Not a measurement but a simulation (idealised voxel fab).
This is a process module. Its name is voxel wiring stack.
Cross-section cut: width 220 nm, square cells of 5 nm.
Bands, listed from the top down, are how a cross-section gets written in this document; the cross-section itself is a grid of square cells, and a band is one or more rows of them. A band entry consists of two parts. The first gives the height of the band's top and the height of its bottom, in nm. The rest lists the band's materials from left to right, each with its width in nm. A single material labelled with the word "full width" fills the band from edge to edge, and the word "blank" marks empty space. Counting heights begins at 0, where everything beneath is, in the wafer as received, one material. The lowest band has no bottom; it goes on downwards, as "0 down" shows. A width given as "30..40" starts at the first number in the band's top row and ends at the second number in its bottom row, shifting by an equal amount at every step from row to row. "no change occurred", as given for a step, is the statement that not any cell of the cross-section underwent a change during that step. In "Closed empty spaces" the enclosed voids are listed, meaning empty spaces of 8 cells or larger without any opening to the top. The form is width x height at distance, distance from the left edge, units nm. Whatever follows a step's settings on its line is a remark the simulator itself makes about that step. overlay nm: for a step with a mask, the amount by which the mask lay right of where it was planned; a negative amount means left of it.
Planned step list for the process:
1,op RECEIVE | material Si
2,op CONFORMAL_DEP | material SiO2 | thk nm 10
3,op CONFORMAL_DEP | material SiN | thk nm 5
4,op DIRECTIONAL_DEP | material lowk | thk nm 25
5,op MASKED_ETCH | tone open | mask id METAL_1 | width nm 25 | pitch nm 45 | etch materials lowk | depth nm 25 | overlay nm 0
6,op MASKED_ETCH | tone open | mask id METAL_1 | width nm 25 | pitch nm 45 | etch materials SiN | depth nm 5 | overlay nm 0
7,op CONFORMAL_DEP | material TiN | thk nm 5
8,op FILL_DEP | material Cu | thk nm 10
9,op CMP | height nm 40
10,op EPI | material Ru | thk nm 5
11,op FILL_DEP | material SiCN | thk nm 5
12,op DIRECTIONAL_DEP | material SiO2 | thk nm 10
13,op PATTERN | tone open | mask id PLUG_1 | material resist | width nm 15 | pitch nm 45 | thk nm 20 | overlay nm 0
14,op DIRECTIONAL_ETCH | etch materials SiO2 | depth nm 10
15,op DIRECTIONAL_ETCH | etch materials SiCN | depth nm 5
16,op STRIP | etch materials resist
17,op EPI | material Ru | thk nm 10
18,op EPI | material Ru | thk nm 5
19,op DIRECTIONAL_DEP | material TiN | thk nm 5
20,op DIRECTIONAL_DEP | material W | thk nm 15
21,op PATTERN | tone cover | mask id METAL_2 | material resist | width nm 25 | pitch nm 45 | thk nm 15 | overlay nm 0
22,op DIRECTIONAL_ETCH | etch materials W | depth nm 15
23,op DIRECTIONAL_ETCH | etch materials TiN | depth nm 5
24,op STRIP | etch materials resist
25,op FILL_DEP | material lowk | thk nm 10
26,op CMP | height nm 80
27,op CONFORMAL_DEP | material SiCN | thk nm 5
28,op DIRECTIONAL_DEP | material lowk | thk nm 20
29,op PATTERN | tone open | mask id PLUG_2 | material resist | width nm 15 | pitch nm 45 | thk nm 15 | overlay nm 0
30,op DIRECTIONAL_ETCH | etch materials lowk | depth nm 20
31,op DIRECTIONAL_ETCH | etch materials SiCN | depth nm 5
32,op STRIP | etch materials resist
33,op EPI | material Ru | thk nm 10
34,op EPI | material Ru | thk nm 10
35,op EPI | material Ru | thk nm 5
36,op CONFORMAL_DEP | material SiCN | thk nm 5
37,op DIRECTIONAL_DEP | material lowk | thk nm 25
38,op MASKED_ETCH | tone open | mask id METAL_3 | width nm 25 | pitch nm 45 | etch materials lowk | depth nm 25 | overlay nm 0
39,op MASKED_ETCH | tone open | mask id METAL_3 | width nm 25 | pitch nm 45 | etch materials SiCN | depth nm 5 | overlay nm 0
40,op CONFORMAL_DEP | material TiN | thk nm 5
41,op FILL_DEP | material Ru | thk nm 10
42,op CMP | height nm 135
43,op CONFORMAL_DEP | material SiCN | thk nm 5
44,op DIRECTIONAL_DEP | material lowk | thk nm 10
45,op MASKED_ETCH | tone open | mask id PLUG_3 | width nm 15 | pitch nm 90 | etch materials lowk | depth nm 10 | overlay nm 0
46,op MASKED_ETCH | tone open | mask id PLUG_3 | width nm 15 | pitch nm 90 | etch materials SiCN | depth nm 5 | overlay nm 0
47,op EPI | material Ru | thk nm 10
48,op EPI | material Ru | thk nm 5
49,op CONFORMAL_DEP | material SiN | thk nm 5
50,op DIRECTIONAL_DEP | material SiO2 | thk nm 25
51,op PATTERN | tone open | mask id METAL_4 | material resist | width nm 25 | pitch nm 45 | thk nm 20 | overlay nm 0
52,op DIRECTIONAL_ETCH | etch materials SiO2 | depth nm 25
53,op DIRECTIONAL_ETCH | etch materials SiN | depth nm 5
54,op STRIP | etch materials resist
55,op CONFORMAL_DEP | material TiN | thk nm 5
56,op FILL_DEP | material Cu | thk nm 10
57,op CMP | height nm 180
58,op EPI | material Ru | thk nm 5
59,op FILL_DEP | material SiCN | thk nm 5
The first of two wafers, run as planned:
Wafer at receipt (post step 1), cross-section:
  0 down  Si full width
  Closed empty spaces: none
The wafer in cross-section once step 2 is complete:
  10 to 0  SiO2 full width
  Under the height 0 nothing was changed.
The wafer in cross-section once step 3 is complete:
  15 to 10  SiN full width
  Under the height 10 nothing was changed.
The wafer in cross-section once step 4 is complete:
  40 to 15  lowk full width
  Under the height 15 nothing was changed.
The wafer in cross-section once step 5 is complete:
  40 to 15  lowk: 30; blank: 25; lowk: 20; blank: 25; lowk: 20; blank: 25; lowk: 20; blank: 25; lowk: 30
  Under the height 15 nothing was changed.
The wafer in cross-section once step 6 is complete:
  40 to 15  lowk: 30; blank: 25; lowk: 20; blank: 25; lowk: 20; blank: 25; lowk: 20; blank: 25; lowk: 30
  15 to 10  SiN: 30; blank: 25; SiN: 20; blank: 25; SiN: 20; blank: 25; SiN: 20; blank: 25; SiN: 30
  Under the height 10 nothing was changed.
The wafer in cross-section once step 7 is complete:
  45 to 40  TiN: 35; blank: 15; TiN: 30; blank: 15; TiN: 30; blank: 15; TiN: 30; blank: 15; TiN: 35
  40 to 15  lowk: 30; TiN: 5; blank: 15; TiN: 5; lowk: 20; TiN: 5; blank: 15; TiN: 5; lowk: 20; TiN: 5; blank: 15; TiN: 5; lowk: 20; TiN: 5; blank: 15; TiN: 5; lowk: 30
  15 to 10  SiN: 30; TiN: 25; SiN: 20; TiN: 25; SiN: 20; TiN: 25; SiN: 20; TiN: 25; SiN: 30
  Under the height 10 nothing was changed.
The wafer in cross-section once step 8 is complete:
  55 to 45  Cu full width
  45 to 40  TiN: 35; Cu: 15; TiN: 30; Cu: 15; TiN: 30; Cu: 15; TiN: 30; Cu: 15; TiN: 35
  40 to 15  lowk: 30; TiN: 5; Cu: 15; TiN: 5; lowk: 20; TiN: 5; Cu: 15; TiN: 5; lowk: 20; TiN: 5; Cu: 15; TiN: 5; lowk: 20; TiN: 5; Cu: 15; TiN: 5; lowk: 30
  Under the height 15 nothing was changed.
The wafer in cross-section once step 9 is complete:
  40 to 15  lowk: 30; TiN: 5; Cu: 15; TiN: 5; lowk: 20; TiN: 5; Cu: 15; TiN: 5; lowk: 20; TiN: 5; Cu: 15; TiN: 5; lowk: 20; TiN: 5; Cu: 15; TiN: 5; lowk: 30
  Under the height 15 nothing was changed.
The wafer in cross-section once step 10 is complete:
  45 to 40  blank: 25; Ru: 35; blank: 10; Ru: 35; blank: 10; Ru: 35; blank: 10; Ru: 35; blank: 25
  Under the height 40 nothing was changed.
The wafer in cross-section once step 11 is complete:
  50 to 45  SiCN full width
  45 to 40  SiCN: 25; Ru: 35; SiCN: 10; Ru: 35; SiCN: 10; Ru: 35; SiCN: 10; Ru: 35; SiCN: 25
  Under the height 40 nothing was changed.
The wafer in cross-section once step 12 is complete:
  60 to 50  SiO2 full width
  Under the height 50 nothing was changed.
The wafer in cross-section once step 13 is complete:
  80 to 60  resist: 30; blank: 15; resist: 30; blank: 15; resist: 30; blank: 15; resist: 30; blank: 15; resist: 40
  Under the height 60 nothing was changed.
The wafer in cross-section once step 14 is complete:
  80 to 60  resist: 30; blank: 15; resist: 30; blank: 15; resist: 30; blank: 15; resist: 30; blank: 15; resist: 40
  60 to 50  SiO2: 30; blank: 15; SiO2: 30; blank: 15; SiO2: 30; blank: 15; SiO2: 30; blank: 15; SiO2: 40
  Under the height 50 nothing was changed.
The wafer in cross-section once step 15 is complete:
  80 to 60  resist: 30; blank: 15; resist: 30; blank: 15; resist: 30; blank: 15; resist: 30; blank: 15; resist: 40
  60 to 50  SiO2: 30; blank: 15; SiO2: 30; blank: 15; SiO2: 30; blank: 15; SiO2: 30; blank: 15; SiO2: 40
  50 to 45  SiCN: 30; blank: 15; SiCN: 30; blank: 15; SiCN: 30; blank: 15; SiCN: 30; blank: 15; SiCN: 40
  Under the height 45 nothing was changed.
The wafer in cross-section once step 16 is complete:
  60 to 50  SiO2: 30; blank: 15; SiO2: 30; blank: 15; SiO2: 30; blank: 15; SiO2: 30; blank: 15; SiO2: 40
  Under the height 50 nothing was changed.
The wafer in cross-section once step 17 is complete:
  60 to 55  SiO2: 30; blank: 15; SiO2: 30; blank: 15; SiO2: 30; blank: 15; SiO2: 30; blank: 15; SiO2: 40
  55 to 50  SiO2: 30; Ru: 15; SiO2: 30; Ru: 15; SiO2: 30; Ru: 15; SiO2: 30; Ru: 15; SiO2: 40
  50 to 40  SiCN: 30..25; Ru: 15..35; SiCN: 30..10; Ru: 15..35; SiCN: 30..10; Ru: 15..35; SiCN: 30..10; Ru: 15..35; SiCN: 40..25
  Under the height 40 nothing was changed.
The wafer in cross-section once step 18 is complete:
  60 to 50  SiO2: 30; Ru: 15; SiO2: 30; Ru: 15; SiO2: 30; Ru: 15; SiO2: 30; Ru: 15; SiO2: 40
  Under the height 50 nothing was changed.
The wafer in cross-section once step 19 is complete:
  65 to 60  TiN full width
  Under the height 60 nothing was changed.
The wafer in cross-section once step 20 is complete:
  80 to 65  W full width
  Under the height 65 nothing was changed.
The wafer in cross-section once step 21 is complete:
  95 to 80  blank: 30; resist: 25; blank: 20; resist: 25; blank: 20; resist: 25; blank: 20; resist: 25; blank: 30
  Under the height 80 nothing was changed.
The wafer in cross-section once step 22 is complete:
  95 to 80  blank: 30; resist: 25; blank: 20; resist: 25; blank: 20; resist: 25; blank: 20; resist: 25; blank: 30
  80 to 65  blank: 30; W: 25; blank: 20; W: 25; blank: 20; W: 25; blank: 20; W: 25; blank: 30
  Under the height 65 nothing was changed.
The wafer in cross-section once step 23 is complete:
  95 to 80  blank: 30; resist: 25; blank: 20; resist: 25; blank: 20; resist: 25; blank: 20; resist: 25; blank: 30
  80 to 65  blank: 30; W: 25; blank: 20; W: 25; blank: 20; W: 25; blank: 20; W: 25; blank: 30
  65 to 60  blank: 30; TiN: 25; blank: 20; TiN: 25; blank: 20; TiN: 25; blank: 20; TiN: 25; blank: 30
  Under the height 60 nothing was changed.
The wafer in cross-section once step 24 is complete:
  80 to 65  blank: 30; W: 25; blank: 20; W: 25; blank: 20; W: 25; blank: 20; W: 25; blank: 30
  Under the height 65 nothing was changed.
The wafer in cross-section once step 25 is complete:
  90 to 80  lowk full width
  80 to 65  lowk: 30; W: 25; lowk: 20; W: 25; lowk: 20; W: 25; lowk: 20; W: 25; lowk: 30
  65 to 60  lowk: 30; TiN: 25; lowk: 20; TiN: 25; lowk: 20; TiN: 25; lowk: 20; TiN: 25; lowk: 30
  Under the height 60 nothing was changed.
The wafer in cross-section once step 26 is complete:
  80 to 65  lowk: 30; W: 25; lowk: 20; W: 25; lowk: 20; W: 25; lowk: 20; W: 25; lowk: 30
  Under the height 65 nothing was changed.
The wafer in cross-section once step 27 is complete:
  85 to 80  SiCN full width
  Under the height 80 nothing was changed.
The wafer in cross-section once step 28 is complete:
  105 to 85  lowk full width
  Under the height 85 nothing was changed.
The wafer in cross-section once step 29 is complete:
  120 to 105  resist: 30; blank: 15; resist: 30; blank: 15; resist: 30; blank: 15; resist: 30; blank: 15; resist: 40
  Under the height 105 nothing was changed.
The wafer in cross-section once step 30 is complete:
  120 to 105  resist: 30; blank: 15; resist: 30; blank: 15; resist: 30; blank: 15; resist: 30; blank: 15; resist: 40
  105 to 85  lowk: 30; blank: 15; lowk: 30; blank: 15; lowk: 30; blank: 15; lowk: 30; blank: 15; lowk: 40
  Under the height 85 nothing was changed.
The wafer in cross-section once step 31 is complete:
  120 to 105  resist: 30; blank: 15; resist: 30; blank: 15; resist: 30; blank: 15; resist: 30; blank: 15; resist: 40
  105 to 85  lowk: 30; blank: 15; lowk: 30; blank: 15; lowk: 30; blank: 15; lowk: 30; blank: 15; lowk: 40
  85 to 80  SiCN: 30; blank: 15; SiCN: 30; blank: 15; SiCN: 30; blank: 15; SiCN: 30; blank: 15; SiCN: 40
  Under the height 80 nothing was changed.
The wafer in cross-section once step 32 is complete:
  105 to 85  lowk: 30; blank: 15; lowk: 30; blank: 15; lowk: 30; blank: 15; lowk: 30; blank: 15; lowk: 40
  Under the height 85 nothing was changed.
The wafer in cross-section once step 33 is complete:
  105 to 90  lowk: 30; blank: 15; lowk: 30; blank: 15; lowk: 30; blank: 15; lowk: 30; blank: 15; lowk: 40
  90 to 85  lowk: 30; Ru: 15; lowk: 30; Ru: 15; lowk: 30; Ru: 15; lowk: 30; Ru: 15; lowk: 40
  85 to 80  SiCN: 30; Ru: 15; SiCN: 30; Ru: 15; SiCN: 30; Ru: 15; SiCN: 30; Ru: 15; SiCN: 40
  Under the height 80 nothing was changed.
The wafer in cross-section once step 34 is complete:
  105 to 100  lowk: 30; blank: 15; lowk: 30; blank: 15; lowk: 30; blank: 15; lowk: 30; blank: 15; lowk: 40
  100 to 85  lowk: 30; Ru: 15; lowk: 30; Ru: 15; lowk: 30; Ru: 15; lowk: 30; Ru: 15; lowk: 40
  Under the height 85 nothing was changed.
The wafer in cross-section once step 35 is complete:
  105 to 85  lowk: 30; Ru: 15; lowk: 30; Ru: 15; lowk: 30; Ru: 15; lowk: 30; Ru: 15; lowk: 40
  Under the height 85 nothing was changed.
The wafer in cross-section once step 36 is complete:
  110 to 105  SiCN full width
  Under the height 105 nothing was changed.
The wafer in cross-section once step 37 is complete:
  135 to 110  lowk full width
  Under the height 110 nothing was changed.
The wafer in cross-section once step 38 is complete:
  135 to 110  lowk: 30; blank: 25; lowk: 20; blank: 25; lowk: 20; blank: 25; lowk: 20; blank: 25; lowk: 30
  Under the height 110 nothing was changed.
The wafer in cross-section once step 39 is complete:
  135 to 110  lowk: 30; blank: 25; lowk: 20; blank: 25; lowk: 20; blank: 25; lowk: 20; blank: 25; lowk: 30
  110 to 105  SiCN: 30; blank: 25; SiCN: 20; blank: 25; SiCN: 20; blank: 25; SiCN: 20; blank: 25; SiCN: 30
  Under the height 105 nothing was changed.
The wafer in cross-section once step 40 is complete:
  140 to 135  TiN: 35; blank: 15; TiN: 30; blank: 15; TiN: 30; blank: 15; TiN: 30; blank: 15; TiN: 35
  135 to 110  lowk: 30; TiN: 5; blank: 15; TiN: 5; lowk: 20; TiN: 5; blank: 15; TiN: 5; lowk: 20; TiN: 5; blank: 15; TiN: 5; lowk: 20; TiN: 5; blank: 15; TiN: 5; lowk: 30
  110 to 105  SiCN: 30; TiN: 25; SiCN: 20; TiN: 25; SiCN: 20; TiN: 25; SiCN: 20; TiN: 25; SiCN: 30
  Under the height 105 nothing was changed.
The wafer in cross-section once step 41 is complete:
  150 to 140  Ru full width
  140 to 135  TiN: 35; Ru: 15; TiN: 30; Ru: 15; TiN: 30; Ru: 15; TiN: 30; Ru: 15; TiN: 35
  135 to 110  lowk: 30; TiN: 5; Ru: 15; TiN: 5; lowk: 20; TiN: 5; Ru: 15; TiN: 5; lowk: 20; TiN: 5; Ru: 15; TiN: 5; lowk: 20; TiN: 5; Ru: 15; TiN: 5; lowk: 30
  Under the height 110 nothing was changed.
The wafer in cross-section once step 42 is complete:
  135 to 110  lowk: 30; TiN: 5; Ru: 15; TiN: 5; lowk: 20; TiN: 5; Ru: 15; TiN: 5; lowk: 20; TiN: 5; Ru: 15; TiN: 5; lowk: 20; TiN: 5; Ru: 15; TiN: 5; lowk: 30
  Under the height 110 nothing was changed.
The wafer in cross-section once step 43 is complete:
  140 to 135  SiCN full width
  Under the height 135 nothing was changed.
The wafer in cross-section once step 44 is complete:
  150 to 140  lowk full width
  Under the height 140 nothing was changed.
The wafer in cross-section once step 45 is complete:
  150 to 140  lowk: 30; blank: 15; lowk: 75; blank: 15; lowk: 85
  Under the height 140 nothing was changed.
The wafer in cross-section once step 46 is complete:
  150 to 140  lowk: 30; blank: 15; lowk: 75; blank: 15; lowk: 85
  140 to 135  SiCN: 30; blank: 15; SiCN: 75; blank: 15; SiCN: 85
  Under the height 135 nothing was changed.
The wafer in cross-section once step 47 is complete:
  150 to 145  lowk: 30; blank: 15; lowk: 75; blank: 15; lowk: 85
  145 to 140  lowk: 30; Ru: 15; lowk: 75; Ru: 15; lowk: 85
  140 to 135  SiCN: 30; Ru: 15; SiCN: 75; Ru: 15; SiCN: 85
  Under the height 135 nothing was changed.
The wafer in cross-section once step 48 is complete:
  150 to 140  lowk: 30; Ru: 15; lowk: 75; Ru: 15; lowk: 85
  Under the height 140 nothing was changed.
The wafer in cross-section once step 49 is complete:
  155 to 150  SiN full width
  Under the height 150 nothing was changed.
The wafer in cross-section once step 50 is complete:
  180 to 155  SiO2 full width
  Under the height 155 nothing was changed.
The wafer in cross-section once step 51 is complete:
  200 to 180  resist: 30; blank: 25; resist: 20; blank: 25; resist: 20; blank: 25; resist: 20; blank: 25; resist: 30
  Under the height 180 nothing was changed.
The wafer in cross-section once step 52 is complete:
  200 to 180  resist: 30; blank: 25; resist: 20; blank: 25; resist: 20; blank: 25; resist: 20; blank: 25; resist: 30
  180 to 155  SiO2: 30; blank: 25; SiO2: 20; blank: 25; SiO2: 20; blank: 25; SiO2: 20; blank: 25; SiO2: 30
  Under the height 155 nothing was changed.
The wafer in cross-section once step 53 is complete:
  200 to 180  resist: 30; blank: 25; resist: 20; blank: 25; resist: 20; blank: 25; resist: 20; blank: 25; resist: 30
  180 to 155  SiO2: 30; blank: 25; SiO2: 20; blank: 25; SiO2: 20; blank: 25; SiO2: 20; blank: 25; SiO2: 30
  155 to 150  SiN: 30; blank: 25; SiN: 20; blank: 25; SiN: 20; blank: 25; SiN: 20; blank: 25; SiN: 30
  Under the height 150 nothing was changed.
The wafer in cross-section once step 54 is complete:
  180 to 155  SiO2: 30; blank: 25; SiO2: 20; blank: 25; SiO2: 20; blank: 25; SiO2: 20; blank: 25; SiO2: 30
  Under the height 155 nothing was changed.
The wafer in cross-section once step 55 is complete:
  185 to 180  TiN: 35; blank: 15; TiN: 30; blank: 15; TiN: 30; blank: 15; TiN: 30; blank: 15; TiN: 35
  180 to 155  SiO2: 30; TiN: 5; blank: 15; TiN: 5; SiO2: 20; TiN: 5; blank: 15; TiN: 5; SiO2: 20; TiN: 5; blank: 15; TiN: 5; SiO2: 20; TiN: 5; blank: 15; TiN: 5; SiO2: 30
  155 to 150  SiN: 30; TiN: 25; SiN: 20; TiN: 25; SiN: 20; TiN: 25; SiN: 20; TiN: 25; SiN: 30
  Under the height 150 nothing was changed.
The wafer in cross-section once step 56 is complete:
  195 to 185  Cu full width
  185 to 180  TiN: 35; Cu: 15; TiN: 30; Cu: 15; TiN: 30; Cu: 15; TiN: 30; Cu: 15; TiN: 35
  180 to 155  SiO2: 30; TiN: 5; Cu: 15; TiN: 5; SiO2: 20; TiN: 5; Cu: 15; TiN: 5; SiO2: 20; TiN: 5; Cu: 15; TiN: 5; SiO2: 20; TiN: 5; Cu: 15; TiN: 5; SiO2: 30
  Under the height 155 nothing was changed.
The wafer in cross-section once step 57 is complete:
  180 to 155  SiO2: 30; TiN: 5; Cu: 15; TiN: 5; SiO2: 20; TiN: 5; Cu: 15; TiN: 5; SiO2: 20; TiN: 5; Cu: 15; TiN: 5; SiO2: 20; TiN: 5; Cu: 15; TiN: 5; SiO2: 30
  Under the height 155 nothing was changed.
The wafer in cross-section once step 58 is complete:
  185 to 180  blank: 25; Ru: 35; blank: 10; Ru: 35; blank: 10; Ru: 35; blank: 10; Ru: 35; blank: 25
  Under the height 180 nothing was changed.
The wafer in cross-section once step 59 is complete:
  190 to 185  SiCN full width
  185 to 180  SiCN: 25; Ru: 35; SiCN: 10; Ru: 35; SiCN: 10; Ru: 35; SiCN: 10; Ru: 35; SiCN: 25
  Under the height 180 nothing was changed.
Second wafer. Start and plan as for the first. One mistake made in running. Agrees with the first up to and including step 32:
Second wafer: cross-section at the scheduled end of step 34:
  110 to 105  blank: 25; Ru: 25; blank: 20; Ru: 25; blank: 20; Ru: 25; blank: 20; Ru: 25; blank: 35
  105 to 85  lowk: 30; Ru: 15; lowk: 30; Ru: 15; lowk: 30; Ru: 15; lowk: 30; Ru: 15; lowk: 40
  85 to 80  SiCN: 30; Ru: 15; SiCN: 30; Ru: 15; SiCN: 30; Ru: 15; SiCN: 30; Ru: 15; SiCN: 40
  Under the height 80 nothing was changed.
Second wafer: cross-section at the scheduled end of step 35:
  115 to 105  blank: 20; Ru: 35; blank: 10; Ru: 35; blank: 10; Ru: 35; blank: 10; Ru: 35; blank: 30
  Under the height 105 nothing was changed.
Second wafer: cross-section at the scheduled end of step 36:
  120 to 115  blank: 15; SiCN: 180; blank: 25
  115 to 110  blank: 15; SiCN: 5; Ru: 35; SiCN: 10; Ru: 35; SiCN: 10; Ru: 35; SiCN: 10; Ru: 35; SiCN: 5; blank: 25
  110 to 105  SiCN: 20; Ru: 35; SiCN: 10; Ru: 35; SiCN: 10; Ru: 35; SiCN: 10; Ru: 35; SiCN: 30
  Under the height 105 nothing was changed.
Second wafer: cross-section at the scheduled end of step 37:
  145 to 135  blank: 15; lowk: 180; blank: 25
  135 to 120  lowk full width
  120 to 115  lowk: 15; SiCN: 180; lowk: 25
  115 to 110  lowk: 15; SiCN: 5; Ru: 35; SiCN: 10; Ru: 35; SiCN: 10; Ru: 35; SiCN: 10; Ru: 35; SiCN: 5; lowk: 25
  Under the height 110 nothing was changed.
Second wafer: cross-section at the scheduled end of step 38:
  145 to 135  blank: 15; lowk: 15; blank: 25; lowk: 20; blank: 25; lowk: 20; blank: 25; lowk: 20; blank: 25; lowk: 5; blank: 25
  135 to 120  lowk: 30; blank: 25; lowk: 20; blank: 25; lowk: 20; blank: 25; lowk: 20; blank: 25; lowk: 30
  Under the height 120 nothing was changed.
Second wafer: cross-section at the scheduled end of step 39:
  145 to 135  blank: 15; lowk: 15; blank: 25; lowk: 20; blank: 25; lowk: 20; blank: 25; lowk: 20; blank: 25; lowk: 5; blank: 25
  135 to 120  lowk: 30; blank: 25; lowk: 20; blank: 25; lowk: 20; blank: 25; lowk: 20; blank: 25; lowk: 30
  120 to 115  lowk: 15; SiCN: 15; blank: 25; SiCN: 20; blank: 25; SiCN: 20; blank: 25; SiCN: 20; blank: 25; SiCN: 5; lowk: 25
  Under the height 115 nothing was changed.
Second wafer: cross-section at the scheduled end of step 40:
  150 to 145  blank: 10; TiN: 25; blank: 15; TiN: 30; blank: 15; TiN: 30; blank: 15; TiN: 30; blank: 15; TiN: 15; blank: 20
  145 to 140  blank: 10; TiN: 5; lowk: 15; TiN: 5; blank: 15; TiN: 5; lowk: 20; TiN: 5; blank: 15; TiN: 5; lowk: 20; TiN: 5; blank: 15; TiN: 5; lowk: 20; TiN: 5; blank: 15; TiN: 5; lowk: 5; TiN: 5; blank: 20
  140 to 135  TiN: 15; lowk: 15; TiN: 5; blank: 15; TiN: 5; lowk: 20; TiN: 5; blank: 15; TiN: 5; lowk: 20; TiN: 5; blank: 15; TiN: 5; lowk: 20; TiN: 5; blank: 15; TiN: 5; lowk: 5; TiN: 25
  135 to 120  lowk: 30; TiN: 5; blank: 15; TiN: 5; lowk: 20; TiN: 5; blank: 15; TiN: 5; lowk: 20; TiN: 5; blank: 15; TiN: 5; lowk: 20; TiN: 5; blank: 15; TiN: 5; lowk: 30
  120 to 115  lowk: 15; SiCN: 15; TiN: 25; SiCN: 20; TiN: 25; SiCN: 20; TiN: 25; SiCN: 20; TiN: 25; SiCN: 5; lowk: 25
  Under the height 115 nothing was changed.
Second wafer: cross-section at the scheduled end of step 41:
  160 to 150  Ru full width
  150 to 145  Ru: 10; TiN: 25; Ru: 15; TiN: 30; Ru: 15; TiN: 30; Ru: 15; TiN: 30; Ru: 15; TiN: 15; Ru: 20
  145 to 140  Ru: 10; TiN: 5; lowk: 15; TiN: 5; Ru: 15; TiN: 5; lowk: 20; TiN: 5; Ru: 15; TiN: 5; lowk: 20; TiN: 5; Ru: 15; TiN: 5; lowk: 20; TiN: 5; Ru: 15; TiN: 5; lowk: 5; TiN: 5; Ru: 20
  140 to 135  TiN: 15; lowk: 15; TiN: 5; Ru: 15; TiN: 5; lowk: 20; TiN: 5; Ru: 15; TiN: 5; lowk: 20; TiN: 5; Ru: 15; TiN: 5; lowk: 20; TiN: 5; Ru: 15; TiN: 5; lowk: 5; TiN: 25
  135 to 120  lowk: 30; TiN: 5; Ru: 15; TiN: 5; lowk: 20; TiN: 5; Ru: 15; TiN: 5; lowk: 20; TiN: 5; Ru: 15; TiN: 5; lowk: 20; TiN: 5; Ru: 15; TiN: 5; lowk: 30
  Under the height 120 nothing was changed.
Second wafer: cross-section at the scheduled end of step 42:
  135 to 120  lowk: 30; TiN: 5; Ru: 15; TiN: 5; lowk: 20; TiN: 5; Ru: 15; TiN: 5; lowk: 20; TiN: 5; Ru: 15; TiN: 5; lowk: 20; TiN: 5; Ru: 15; TiN: 5; lowk: 30
  Under the height 120 nothing was changed.
Second wafer: cross-section at the scheduled end of step 43:
  140 to 135  SiCN full width
  Under the height 135 nothing was changed.
Second wafer: cross-section at the scheduled end of step 44:
  150 to 140  lowk full width
  Under the height 140 nothing was changed.
Second wafer: cross-section at the scheduled end of step 45:
  150 to 140  lowk: 30; blank: 15; lowk: 75; blank: 15; lowk: 85
  Under the height 140 nothing was changed.
Second wafer: cross-section at the scheduled end of step 46:
  150 to 140  lowk: 30; blank: 15; lowk: 75; blank: 15; lowk: 85
  140 to 135  SiCN: 30; blank: 15; SiCN: 75; blank: 15; SiCN: 85
  Under the height 135 nothing was changed.
Second wafer: cross-section at the scheduled end of step 47:
  150 to 145  lowk: 30; blank: 15; lowk: 75; blank: 15; lowk: 85
  145 to 140  lowk: 30; Ru: 15; lowk: 75; Ru: 15; lowk: 85
  140 to 135  SiCN: 30; Ru: 15; SiCN: 75; Ru: 15; SiCN: 85
  Under the height 135 nothing was changed.
Second wafer: cross-section at the scheduled end of step 48:
  150 to 140  lowk: 30; Ru: 15; lowk: 75; Ru: 15; lowk: 85
  Under the height 140 nothing was changed.
Second wafer: cross-section at the scheduled end of step 49:
  155 to 150  SiN full width
  Under the height 150 nothing was changed.
Second wafer: cross-section at the scheduled end of step 50:
  180 to 155  SiO2 full width
  Under the height 155 nothing was changed.
Second wafer: cross-section at the scheduled end of step 51:
  200 to 180  resist: 30; blank: 25; resist: 20; blank: 25; resist: 20; blank: 25; resist: 20; blank: 25; resist: 30
  Under the height 180 nothing was changed.
Second wafer: cross-section at the scheduled end of step 52:
  200 to 180  resist: 30; blank: 25; resist: 20; blank: 25; resist: 20; blank: 25; resist: 20; blank: 25; resist: 30
  180 to 155  SiO2: 30; blank: 25; SiO2: 20; blank: 25; SiO2: 20; blank: 25; SiO2: 20; blank: 25; SiO2: 30
  Under the height 155 nothing was changed.
Second wafer: cross-section at the scheduled end of step 53:
  200 to 180  resist: 30; blank: 25; resist: 20; blank: 25; resist: 20; blank: 25; resist: 20; blank: 25; resist: 30
  180 to 155  SiO2: 30; blank: 25; SiO2: 20; blank: 25; SiO2: 20; blank: 25; SiO2: 20; blank: 25; SiO2: 30
  155 to 150  SiN: 30; blank: 25; SiN: 20; blank: 25; SiN: 20; blank: 25; SiN: 20; blank: 25; SiN: 30
  Under the height 150 nothing was changed.
Second wafer: cross-section at the scheduled end of step 54:
  180 to 155  SiO2: 30; blank: 25; SiO2: 20; blank: 25; SiO2: 20; blank: 25; SiO2: 20; blank: 25; SiO2: 30
  Under the height 155 nothing was changed.
Second wafer: cross-section at the scheduled end of step 55:
  185 to 180  TiN: 35; blank: 15; TiN: 30; blank: 15; TiN: 30; blank: 15; TiN: 30; blank: 15; TiN: 35
  180 to 155  SiO2: 30; TiN: 5; blank: 15; TiN: 5; SiO2: 20; TiN: 5; blank: 15; TiN: 5; SiO2: 20; TiN: 5; blank: 15; TiN: 5; SiO2: 20; TiN: 5; blank: 15; TiN: 5; SiO2: 30
  155 to 150  SiN: 30; TiN: 25; SiN: 20; TiN: 25; SiN: 20; TiN: 25; SiN: 20; TiN: 25; SiN: 30
  Under the height 150 nothing was changed.
Second wafer: cross-section at the scheduled end of step 56:
  195 to 185  Cu full width
  185 to 180  TiN: 35; Cu: 15; TiN: 30; Cu: 15; TiN: 30; Cu: 15; TiN: 30; Cu: 15; TiN: 35
  180 to 155  SiO2: 30; TiN: 5; Cu: 15; TiN: 5; SiO2: 20; TiN: 5; Cu: 15; TiN: 5; SiO2: 20; TiN: 5; Cu: 15; TiN: 5; SiO2: 20; TiN: 5; Cu: 15; TiN: 5; SiO2: 30
  Under the height 155 nothing was changed.
Second wafer: cross-section at the scheduled end of step 57:
  180 to 155  SiO2: 30; TiN: 5; Cu: 15; TiN: 5; SiO2: 20; TiN: 5; Cu: 15; TiN: 5; SiO2: 20; TiN: 5; Cu: 15; TiN: 5; SiO2: 20; TiN: 5; Cu: 15; TiN: 5; SiO2: 30
  Under the height 155 nothing was changed.
Second wafer: cross-section at the scheduled end of step 58:
  185 to 180  blank: 25; Ru: 35; blank: 10; Ru: 35; blank: 10; Ru: 35; blank: 10; Ru: 35; blank: 25
  Under the height 180 nothing was changed.
Second wafer: cross-section at the scheduled end of step 59:
  190 to 185  SiCN full width
  185 to 180  SiCN: 25; Ru: 35; SiCN: 10; Ru: 35; SiCN: 10; Ru: 35; SiCN: 10; Ru: 35; SiCN: 25
  Under the height 180 nothing was changed.
Diagnosis: a duplicate execution occurred for one of the equivalent steps 33 and 34, which one being indeterminable
Wrapping up, a cell-based count of both wafers puts the second over or under the first for these materials: Ru +32 | SiCN +16 | TiN -16 | lowk -32
